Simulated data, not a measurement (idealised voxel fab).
The name of this process module is voxel capacitor over wiring.
It is cross-section cut that appears here, measuring 260 nm in width, its square cells being 5 nm in size.
If you're reading a cross-section in this doc, picture square cells in a grid; it comes to you as bands, top ones listed first down to the bottom, and a band can be one or more rows of cells.
Heights first: top, then bottom, in nm. Then materials, left to right, each with a width in nm. "edge to edge" on a single material: fills the band edge to edge. "air": empty space.
Beneath 0, the wafer as received is one material, and that level is where height counting begins. The lowest band goes on downward without a bottom; it is written like "z 0 and below".
Top row gets the first number, bottom row gets the second, and each row in between changes by the same step: that is how a band width like "30..40" works.
Reading "nothing altered" for a step: not a cell of the cross-section changed in it.
If an empty space has no open way to the top and is at least 8 cells in size, "Enclosed internal voids" lists it, written width x height at distance, where distance is measured from the left edge and every value is in nm.
What comes after the settings on a step's line is commentary from the simulator itself on that step.
overlay nm: where the mask lay relative to plan, measured to the right, on steps with a mask; negatives go left.
**The process steps that were planned are listed below**
1 RECEIVE,material Si
2 CONFORMAL_DEP,material SiO2,thk nm 10
3 CONFORMAL_DEP,material SiN,thk nm 5
4 DIRECTIONAL_DEP,material lowk,thk nm 25
5 DIRECTIONAL_DEP,material aC,thk nm 15
6 PATTERN,tone open,mask id METAL_1,material resist,width nm 20,pitch nm 80,thk nm 30,overlay nm 0
7 DIRECTIONAL_ETCH,etch materials aC,depth nm 15
8 STRIP,etch materials resist
9 DIRECTIONAL_ETCH,etch materials lowk,depth nm 25
10 DIRECTIONAL_ETCH,etch materials SiN,depth nm 5
11 STRIP,etch materials aC
12 CONFORMAL_DEP,material TiN,thk nm 5
13 FILL_DEP,material Cu,thk nm 5
14 CMP,height nm 40
15 CONFORMAL_DEP,material SiCN,thk nm 5
16 DIRECTIONAL_DEP,material SiO2,thk nm 20
17 PATTERN,tone open,mask id PLUG_1,material resist,width nm 15,thk nm 20,overlay nm 0
18 DIRECTIONAL_ETCH,etch materials SiO2,depth nm 20
19 DIRECTIONAL_ETCH,etch materials SiCN,depth nm 5
20 STRIP,etch materials resist
21 EPI,material Ru,thk nm 10
22 EPI,material Ru,thk nm 10
23 EPI,material Ru,thk nm 5
24 DIRECTIONAL_DEP,material TiN,thk nm 5
25 DIRECTIONAL_DEP,material Al2O3,thk nm 5
26 DIRECTIONAL_DEP,material TiN,thk nm 5
27 PATTERN,tone cover,mask id UPPER_PLATE,material resist,width nm 65,thk nm 20,overlay nm 0
28 DIRECTIONAL_ETCH,etch materials TiN,depth nm 5
29 DIRECTIONAL_ETCH,etch materials Al2O3,depth nm 5
30 STRIP,etch materials resist
31 DIRECTIONAL_DEP,material aC,thk nm 10
32 PATTERN,tone cover,mask id LOWER_PLATE,material resist,width nm 75,thk nm 25,overlay nm 0
33 DIRECTIONAL_ETCH,etch materials aC,depth nm 10
34 STRIP,etch materials resist
35 DIRECTIONAL_ETCH,etch materials TiN,depth nm 5
36 STRIP,etch materials aC
37 FILL_DEP,material SiO2,thk nm 20
38 CMP,height nm 95
39 DIRECTIONAL_DEP,material aC,thk nm 15
40 PATTERN,tone open,mask id PLUG_2,material resist,width nm 15,thk nm 30,overlay nm 0
41 DIRECTIONAL_ETCH,etch materials aC,depth nm 15
42 STRIP,etch materials resist
43 DIRECTIONAL_ETCH,etch materials SiO2,depth nm 15
44 STRIP,etch materials aC
45 CONFORMAL_DEP,material TiN,thk nm 5
46 FILL_DEP,material Cu,thk nm 10
47 CMP,height nm 95
48 CONFORMAL_DEP,material SiN,thk nm 5
**Received-state cross-section, reflecting completion of step 1**
    z 0 and below  Si edge to edge
    Enclosed internal voids: none
**Wafer at module end, in section. Began as above, planned as above, run with one mistake**
    z 100 to 95  SiN edge to edge
    z 95 to 85  95 SiO2; 5 TiN; 5 Cu; 5 TiN; 150 SiO2
    z 85 to 75  95..85 SiO2; 15..65 TiN; 150..110 SiO2
    z 75 to 70  85 SiO2; 65 Al2O3; 110 SiO2
    z 70 to 65  SiCN edge to edge
    z 65 to 45  85 SiO2; 15 Ru; 160 SiO2
    z 45 to 40  85 SiCN; 15 Ru; 160 SiCN
    z 40 to 15  80 lowk; 5 TiN; 10 Cu; 5 TiN; 60 lowk; 5 TiN; 10 Cu; 5 TiN; 80 lowk
    z 15 to 10  80 SiN; 20 TiN; 60 SiN; 20 TiN; 80 SiN
    z 10 to 0  SiO2 edge to edge
    z 0 and below  Si edge to edge
    Enclosed internal voids: none
what went wrong: step 24 went in with a setting other than planned; the actual run was DIRECTIONAL_DEP,material SiCN,thk nm 5
